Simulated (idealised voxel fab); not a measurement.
process module | voxel double patterning
cross-section cut | 215 nm wide | cells 5 nm
A cross-section is a grid of square cells, given in bands from the top down. A band is one or more rows of cells.
Each band's line starts with the height of the band's top and of its bottom, in nm. Then come its materials from left to right, each with its width in nm. One material with "throughout" fills the band from edge to edge. "air" is empty space.
Height 0 is the level under which the wafer as received is all one material. The lowest band goes on downwards, as in "0 down".
A width such as "30 to 40" changes by the same amount from each row of cells to the next, from the band's top row to its bottom row.
"no change" after a step means that no cell of the cross-section changed.
closed voids: empty space of 8 cells or more with no open way to the top, each as width x height at its distance from the left edge, in nm
after a step's settings: what the simulator itself notes on the step
overlay nm, on a step with a mask: how far to the right of its planned place the mask lay; to the left if negative
plan
1 op RECEIVE | material Si
2 op CONFORMAL_DEP | material SiO2 | thk nm 5
3 op DIRECTIONAL_DEP | material TiN | thk nm 20
4 op DIRECTIONAL_DEP | material SiCN | thk nm 5
5 op PATTERN | tone open | mask id FIRST | material resist | width nm 15 | pitch nm 50 | thk nm 15 | overlay nm 0
6 op DIRECTIONAL_ETCH | etch materials SiCN | depth nm 5
7 op STRIP | etch materials resist
8 op PATTERN | tone open | mask id SECOND | material resist | width nm 15 | thk nm 20 | overlay nm 0
9 op DIRECTIONAL_ETCH | etch materials SiCN | depth nm 5
10 op STRIP | etch materials resist
11 op DIRECTIONAL_ETCH | etch materials TiN | depth nm 20
12 op STRIP | etch materials SiCN
first wafer, as planned
as received, after step 1
  0 down: Si throughout
  closed voids: none
after step 2
  5 to 0: SiO2 throughout
  below 0: unchanged
after step 3
  25 to 5: TiN throughout
  below 5: unchanged
after step 4
  30 to 25: SiCN throughout
  below 25: unchanged
after step 5
  45 to 30: resist 75 | air 15 | resist 35 | air 15 | resist 75
  below 30: unchanged
after step 6
  45 to 30: resist 75 | air 15 | resist 35 | air 15 | resist 75
  30 to 25: SiCN 75 | air 15 | SiCN 35 | air 15 | SiCN 75
  below 25: unchanged
after step 7
  30 to 25: SiCN 75 | air 15 | SiCN 35 | air 15 | SiCN 75
  below 25: unchanged
after step 8
  50 to 30: resist 100 | air 15 | resist 100
  30 to 25: SiCN 75 | resist 15 | SiCN 35 | resist 15 | SiCN 75
  below 25: unchanged
after step 9
  50 to 30: resist 100 | air 15 | resist 100
  30 to 25: SiCN 75 | resist 15 | SiCN 10 | air 15 | SiCN 10 | resist 15 | SiCN 75
  below 25: unchanged
after step 10
  30 to 25: SiCN 75 | air 15 | SiCN 10 | air 15 | SiCN 10 | air 15 | SiCN 75
  below 25: unchanged
after step 11
  30 to 25: SiCN 75 | air 15 | SiCN 10 | air 15 | SiCN 10 | air 15 | SiCN 75
  25 to 5: TiN 75 | air 15 | TiN 10 | air 15 | TiN 10 | air 15 | TiN 75
  below 5: unchanged
after step 12
  25 to 5: TiN 75 | air 15 | TiN 10 | air 15 | TiN 10 | air 15 | TiN 75
  below 5: unchanged
second wafer: like start, like plan, one mistake. Through step 11 it matches the first wafer
when step 12 should have ended: no change
what went wrong: step 12 was left out
at the end the second wafer has, in cells: 34 more of SiCN
